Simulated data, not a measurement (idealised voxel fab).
Presented below is a process module, voxel released beams.
Cross-section cut spans 185 nm and uses square cells 5 nm in size.
Cross-sections here: square-cell grids, written as top-down lists of bands, a band being one or more rows of cells.
For a band, the entry starts with two heights in nm, that of the top and then that of the bottom, and carries on with the band's materials in order from left to right, each alongside its width in nm; the word "throughout" beside a single material means it fills the band edge to edge, and "air" means empty space.
Heights are expressed relative to 0, this being the level below which the as-received wafer comprises one material exclusively. The lowest band is unbounded in the downward direction and is denoted as in "top 0, no bottom".
Note: "30->40" means the width goes from the first number (top row of the band) to the second number (bottom row) in equal steps per row of cells.
You'll sometimes find "no change" written for a step, and that's the way of saying that nowhere in the cross-section did a cell change during that step.
For the entry "Enclosed void listing", the listed items are empty spaces with no open way to the top whose size is 8 cells or more; each item follows the pattern width x height at distance, where distance is from the left edge and all three are in nm.
It should be noted that, on the line of a given step, the content following the step's settings is a remark produced by the simulator itself with respect to that step.
A step line may carry the setting "overlay nm", which, for steps involving a mask, states the distance by which the mask lay to the right of its intended position; negative values denote displacement to the left.

This section lists the process steps that were planned
step 1: RECEIVE,material Si
step 2: CONFORMAL_DEP,material SiN,thk nm 10
step 3: DIRECTIONAL_DEP,material SiO2,thk nm 10
step 4: PATTERN,tone open,mask id ANCHOR,material resist,width nm 25,thk nm 15,overlay nm 0
step 5: DIRECTIONAL_ETCH,etch materials SiO2,depth nm 10
step 6: STRIP,etch materials resist
step 7: CONFORMAL_DEP,material TiN,thk nm 10
step 8: MASKED_ETCH,tone cover,mask id BEAM,width nm 95,etch materials TiN,depth nm 10,overlay nm 0
step 9: STRIP,etch materials SiO2

First wafer, as planned

Cross-section of the wafer as it came to us, i.e., already through step 1
> top 0, no bottom  Si throughout
> Enclosed void listing: none

Upon completion of step 2, the wafer appears in cross-section as shown
> top 10, bottom 0  SiN throughout
> Unchanged below 0.

Upon completion of step 3, the wafer appears in cross-section as shown
> top 20, bottom 10  SiO2 throughout
> Unchanged below 10.

Upon completion of step 4, the wafer appears in cross-section as shown
> top 35, bottom 20  resist=45; air=25; resist=115
> Unchanged below 20.

Upon completion of step 5, the wafer appears in cross-section as shown
> top 35, bottom 20  resist=45; air=25; resist=115
> top 20, bottom 10  SiO2=45; air=25; SiO2=115
> Unchanged below 10.

Upon completion of step 6, the wafer appears in cross-section as shown
> top 20, bottom 10  SiO2=45; air=25; SiO2=115
> Unchanged below 10.

Upon completion of step 7, the wafer appears in cross-section as shown
> top 30, bottom 20  TiN=55; air=5; TiN=125
> top 20, bottom 10  SiO2=45; TiN=25; SiO2=115
> Unchanged below 10.

Upon completion of step 8, the wafer appears in cross-section as shown
> top 30, bottom 20  air=40; TiN=15; air=5; TiN=75; air=50
> Unchanged below 20.

Upon completion of step 9, the wafer appears in cross-section as shown
> top 30, bottom 20  air=40; TiN=15; air=5; TiN=75; air=50
> top 20, bottom 10  air=45; TiN=25; air=115
> Unchanged below 10.

Second wafer, same starting state and plan as the first, one mistake in the run, identical through step 7

Cross-section of the second wafer at the time by which step 8 should have been completed according to the plan
> top 30, bottom 20  air=35; TiN=20; air=5; TiN=80; air=45
> Unchanged below 20.

Cross-section of the second wafer at the time by which step 9 should have been completed according to the plan
> top 30, bottom 20  air=35; TiN=20; air=5; TiN=80; air=45
> top 20, bottom 10  air=45; TiN=25; air=115
> Unchanged below 10.
Misprocessing identified: off-plan run, step 8, actual operation and settings MASKED_ETCH,tone cover,mask id BEAM,width nm 105,etch materials TiN,depth nm 10,overlay nm 0
Once processing is complete, comparing cell counts shows that the second wafer has more or fewer of certain materials than the first: +4 TiN
